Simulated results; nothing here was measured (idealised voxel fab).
Presented below is a process module, voxel transistor to metal.
Square cells of 5 nm make up the cross-section cut, whose width is 185 nm.
In what follows, cross-sections appear as grids of square cells, described through bands that run from the top down, where every band is one or more rows of cells. Heights first: top, then bottom, in nm. Then materials, left to right, each with a width in nm. "everywhere" on a single material: fills the band edge to edge. "blank": empty space. Heights are expressed relative to 0, this being the level below which the as-received wafer comprises one material exclusively. The lowest band is unbounded in the downward direction and is denoted as in "0 nm and below". A width such as "30->40" changes by the same amount from each row of cells to the next, from the band's top row to its bottom row. "identical to before" means the step left every cell of the cross-section as it was. For the entry "Catalogued sealed voids", the listed items are empty spaces with no open way to the top whose size is 8 cells or more; each item follows the pattern width x height at distance, where distance is from the left edge and all three are in nm. Text after the settings on a step's line: the simulator's own remark on that step. "overlay nm" on a masked step: distance the mask lay right of its planned place, negative for left. Note: before/after cross-section pairs follow, one process step per pair, after-side truncated at the lowest changed band, step and settings given beneath. Different runs of this module on the same starting wafer may supply the pairs; a pair continues the one above only where the "Pre-step geometry" entry says so.
Pre-step geometry
    70 nm to 55 nm: blank (40), resist (20), blank (60), resist (20), blank (45)
    55 nm to 40 nm: Ru everywhere
    40 nm to 35 nm: TiN everywhere
    35 nm to 30 nm: Ru (35), TiN (5), SiO2 (20), TiN (5), Ru (50), TiN (5), SiO2 (20), TiN (5), Ru (40)
    30 nm to 25 nm: Ru (35), TiN (5), SiO2 (20), TiN (60), SiO2 (20), TiN (5), Ru (40)
    25 nm to 5 nm: Ru (35), TiN (5), SiO2 (20), TiN (5), SiN (10), HfO2 (5), TiN (5), W (10), TiN (5), HfO2 (5), SiN (10), TiN (5), SiO2 (20), TiN (5), Ru (40)
    5 nm to 0 nm: Ru (35), TiN (5), SiO2 (15), pSi (10), SiN (10), HfO2 (5), TiN (20), HfO2 (5), SiN (10), pSi (10), SiO2 (15), TiN (5), Ru (40)
    0 nm to -5 nm: TiN (40), SiO2 (15), pSi (10), SiO2 (5), HfO2 (40), SiO2 (5), pSi (10), SiO2 (15), TiN (45)
    -5 nm to -15 nm: SiO2 (40), pSi (25), Si (50), pSi (25), SiO2 (45)
    -15 nm to -40 nm: SiO2 (40), Si (100), SiO2 (45)
    -40 nm and below: Si everywhere
    Catalogued sealed voids: none
Step Result
    70 nm to 55 nm: blank (40), resist (20), blank (60), resist (20), blank (45)
    55 nm to 40 nm: blank (40), Ru (20), blank (60), Ru (20), blank (45)
    All layers under 40 are left as they were.
    Catalogued sealed voids: none
In between the cross-sections above, the run called for DIRECTIONAL_ETCH (etch materials Ru; depth nm 15)
Pre-step geometry: check the pair just above; its after cross-section is our before state.
Step Result
    70 nm to 55 nm: blank (40), resist (20), blank (60), resist (20), blank (45)
    55 nm to 40 nm: blank (40), Ru (20), blank (60), Ru (20), blank (45)
    40 nm to 35 nm: blank (40), TiN (20), blank (60), TiN (20), blank (45)
    All layers under 35 are left as they were.
    Catalogued sealed voids: none
In between the cross-sections above, the run called for DIRECTIONAL_ETCH (etch materials TiN; depth nm 5)
Pre-step geometry: check the pair just above; its after cross-section is our before state.
Step Result
    55 nm to 40 nm: blank (40), Ru (20), blank (60), Ru (20), blank (45)
    All layers under 40 are left as they were.
    Catalogued sealed voids: none
In between the cross-sections above, the run called for STRIP (etch materials resist)
Pre-step geometry: check the pair just above; its after cross-section is our before state.
Step Result
    60 nm to 55 nm: blank (35), SiCN (30), blank (50), SiCN (30), blank (40)
    55 nm to 40 nm: blank (35), SiCN (5), Ru (20), SiCN (5), blank (50), SiCN (5), Ru (20), SiCN (5), blank (40)
    40 nm to 35 nm: SiCN (40), TiN (20), SiCN (60), TiN (20), SiCN (45)
    All layers under 35 are left as they were.
    Catalogued sealed voids: none
In between the cross-sections above, the run called for CONFORMAL_DEP (material SiCN; thk nm 5)
Pre-step geometry: check the pair just above; its after cross-section is our before state.
Step Result
    70 nm to 60 nm: lowk everywhere
    60 nm to 55 nm: lowk (35), SiCN (30), lowk (50), SiCN (30), lowk (40)
    55 nm to 40 nm: lowk (35), SiCN (5), Ru (20), SiCN (5), lowk (50), SiCN (5), Ru (20), SiCN (5), lowk (40)
    All layers under 40 are left as they were.
    Catalogued sealed voids: none
In between the cross-sections above, the run called for FILL_DEP (material lowk; thk nm 10)
Pre-step geometry: check the pair just above; its after cross-section is our before state.
Step Result
    55 nm to 40 nm: lowk (35), SiCN (5), Ru (20), SiCN (5), lowk (50), SiCN (5), Ru (20), SiCN (5), lowk (40)
    All layers under 40 are left as they were.
    Catalogued sealed voids: none
In between the cross-sections above, the run called for CMP (height nm 55)
Pre-step geometry: check the pair just above; its after cross-section is our before state.
Step Result
    60 nm to 55 nm: SiCN everywhere
    All layers under 55 are left as they were.
    Catalogued sealed voids: none
In between the cross-sections above, the run called for CONFORMAL_DEP (material SiCN; thk nm 5)
Pre-step geometry: check the pair just above; its after cross-section is our before state.
Step Result
    85 nm to 60 nm: SiO2 everywhere
    All layers under 60 are left as they were.
    Catalogued sealed voids: none
In between the cross-sections above, the run called for DIRECTIONAL_DEP (material SiO2; thk nm 25)
Pre-step geometry: check the pair just above; its after cross-section is our before state.
Step Result
    100 nm to 85 nm: aC everywhere
    All layers under 85 are left as they were.
    Catalogued sealed voids: none
In between the cross-sections above, the run called for DIRECTIONAL_DEP (material aC; thk nm 15)
Pre-step geometry: check the pair just above; its after cross-section is our before state.
Step Result
    130 nm to 100 nm: resist (40), blank (15), resist (65), blank (15), resist (50)
    All layers under 100 are left as they were.
    Catalogued sealed voids: none
In between the cross-sections above, the run called for PATTERN (tone open; mask id METAL_2_HOLES; material resist; width nm 15; pitch nm 80; thk nm 30; overlay nm 0)
Pre-step geometry: check the pair just above; its after cross-section is our before state.
Step Result
    115 nm to 100 nm: resist (40), blank (15), resist (65), blank (15), resist (50)
    100 nm to 85 nm: aC (40), blank (15), aC (65), blank (15), aC (50)
    All layers under 85 are left as they were.
    Catalogued sealed voids: none
In between the cross-sections above, the run called for DIRECTIONAL_ETCH (etch materials aC; depth nm 15)
Pre-step geometry: check the pair just above; its after cross-section is our before state.
Step Result
    100 nm to 85 nm: aC (40), blank (15), aC (65), blank (15), aC (50)
    All layers under 85 are left as they were.
    Catalogued sealed voids: none
In between the cross-sections above, the run called for STRIP (etch materials resist)
Pre-step geometry: check the pair just above; its after cross-section is our before state.
Step Result
    100 nm to 85 nm: aC (40), blank (15), aC (65), blank (15), aC (50)
    85 nm to 60 nm: SiO2 (40), blank (15), SiO2 (65), blank (15), SiO2 (50)
    All layers under 60 are left as they were.
    Catalogued sealed voids: none
In between the cross-sections above, the run called for DIRECTIONAL_ETCH (etch materials SiO2; depth nm 25)
Pre-step geometry: check the pair just above; its after cross-section is our before state.
Step Result
    85 nm to 60 nm: SiO2 (40), blank (15), SiO2 (65), blank (15), SiO2 (50)
    All layers under 60 are left as they were.
    Catalogued sealed voids: none
In between the cross-sections above, the run called for STRIP (etch materials aC)
Pre-step geometry: check the pair just above; its after cross-section is our before state.
Step Result
    95 nm to 85 nm: aC (40), blank (15), aC (65), blank (15), aC (50)
    85 nm to 70 nm: SiO2 (40), blank (15), SiO2 (65), blank (15), SiO2 (50)
    70 nm to 60 nm: SiO2 (40), aC (15), SiO2 (65), aC (15), SiO2 (50)
    All layers under 60 are left as they were.
    Catalogued sealed voids: none
In between the cross-sections above, the run called for DIRECTIONAL_DEP (material aC; thk nm 10)
Pre-step geometry: check the pair just above; its after cross-section is our before state.
Step Result
    125 nm to 95 nm: resist (40), blank (20), resist (60), blank (20), resist (45)
    All layers under 95 are left as they were.
    Catalogued sealed voids: none
In between the cross-sections above, the run called for PATTERN (tone open; mask id METAL_2; material resist; width nm 20; pitch nm 80; thk nm 30; overlay nm 0)
Pre-step geometry: check the pair just above; its after cross-section is our before state.
Step Result
    115 nm to 95 nm: resist (40), blank (20), resist (60), blank (20), resist (45)
    95 nm to 85 nm: aC (40), blank (20), aC (60), blank (20), aC (45)
    85 nm to 60 nm: SiO2 (40), blank (15), SiO2 (65), blank (15), SiO2 (50)
    All layers under 60 are left as they were.
    Catalogued sealed voids: none
In between the cross-sections above, the run called for DIRECTIONAL_ETCH (etch materials aC; depth nm 10)
Pre-step geometry: check the pair just above; its after cross-section is our before state.
Step Result
    95 nm to 85 nm: aC (40), blank (20), aC (60), blank (20), aC (45)
    All layers under 85 are left as they were.
    Catalogued sealed voids: none
In between the cross-sections above, the run called for STRIP (etch materials resist)
Pre-step geometry: check the pair just above; its after cross-section is our before state.
Step Result
    95 nm to 85 nm: aC (40), blank (20), aC (60), blank (20), aC (45)
    85 nm to 70 nm: SiO2 (40), blank (20), SiO2 (60), blank (20), SiO2 (45)
    All layers under 70 are left as they were.
    Catalogued sealed voids: none
In between the cross-sections above, the run called for DIRECTIONAL_ETCH (etch materials SiO2; depth nm 15)
Pre-step geometry: check the pair just above; its after cross-section is our before state.
Step Result
    95 nm to 85 nm: aC (40), blank (20), aC (60), blank (20), aC (45)
    85 nm to 70 nm: SiO2 (40), blank (20), SiO2 (60), blank (20), SiO2 (45)
    70 nm to 60 nm: SiO2 (40), blank (15), SiO2 (65), blank (15), SiO2 (50)
    60 nm to 55 nm: SiCN (40), blank (15), SiCN (65), blank (15), SiCN (50)
    All layers under 55 are left as they were.
    Catalogued sealed voids: none
In between the cross-sections above, the run called for DIRECTIONAL_ETCH (etch materials SiCN; depth nm 5)
Pre-step geometry: check the pair just above; its after cross-section is our before state.
Step Result
    85 nm to 70 nm: SiO2 (40), blank (20), SiO2 (60), blank (20), SiO2 (45)
    All layers under 70 are left as they were.
    Catalogued sealed voids: none
In between the cross-sections above, the run called for STRIP (etch materials aC)
Pre-step geometry: check the pair just above; its after cross-section is our before state.
Step Result
    90 nm to 85 nm: TiN (45), blank (10), TiN (70), blank (10), TiN (50)
    85 nm to 75 nm: SiO2 (40), TiN (5), blank (10), TiN (5), SiO2 (60), TiN (5), blank (10), TiN (5), SiO2 (45)
    75 nm to 70 nm: SiO2 (40), TiN (5), blank (5), TiN (10), SiO2 (60), TiN (5), blank (5), TiN (10), SiO2 (45)
    70 nm to 60 nm: SiO2 (40), TiN (5), blank (5), TiN (5), SiO2 (65), TiN (5), blank (5), TiN (5), SiO2 (50)
    60 nm to 55 nm: SiCN (40), TiN (15), SiCN (65), TiN (15), SiCN (50)
    All layers under 55 are left as they were.
    Catalogued sealed voids: none
In between the cross-sections above, the run called for CONFORMAL_DEP (material TiN; thk nm 5)
Pre-step geometry: check the pair just above; its after cross-section is our before state.
Step Result
    95 nm to 90 nm: Cu everywhere
    90 nm to 85 nm: TiN (45), Cu (10), TiN (70), Cu (10), TiN (50)
    85 nm to 75 nm: SiO2 (40), TiN (5), Cu (10), TiN (5), SiO2 (60), TiN (5), Cu (10), TiN (5), SiO2 (45)
    75 nm to 70 nm: SiO2 (40), TiN (5), Cu (5), TiN (10), SiO2 (60), TiN (5), Cu (5), TiN (10), SiO2 (45)
    70 nm to 60 nm: SiO2 (40), TiN (5), Cu (5), TiN (5), SiO2 (65), TiN (5), Cu (5), TiN (5), SiO2 (50)
    All layers under 60 are left as they were.
    Catalogued sealed voids: none
In between the cross-sections above, the run called for FILL_DEP (material Cu; thk nm 5)
Pre-step geometry: check the pair just above; its after cross-section is our before state.
Step Result
    85 nm to 75 nm: SiO2 (40), TiN (5), Cu (10), TiN (5), SiO2 (60), TiN (5), Cu (10), TiN (5), SiO2 (45)
    All layers under 75 are left as they were.
    Catalogued sealed voids: none
In between the cross-sections above, the run called for CMP (height nm 85)
Pre-step geometry: check the pair just above; its after cross-section is our before state.
Step Result
    90 nm to 85 nm: SiN everywhere
    All layers under 85 are left as they were.
    Catalogued sealed voids: none
In between the cross-sections above, the run called for CONFORMAL_DEP (material SiN; thk nm 5)
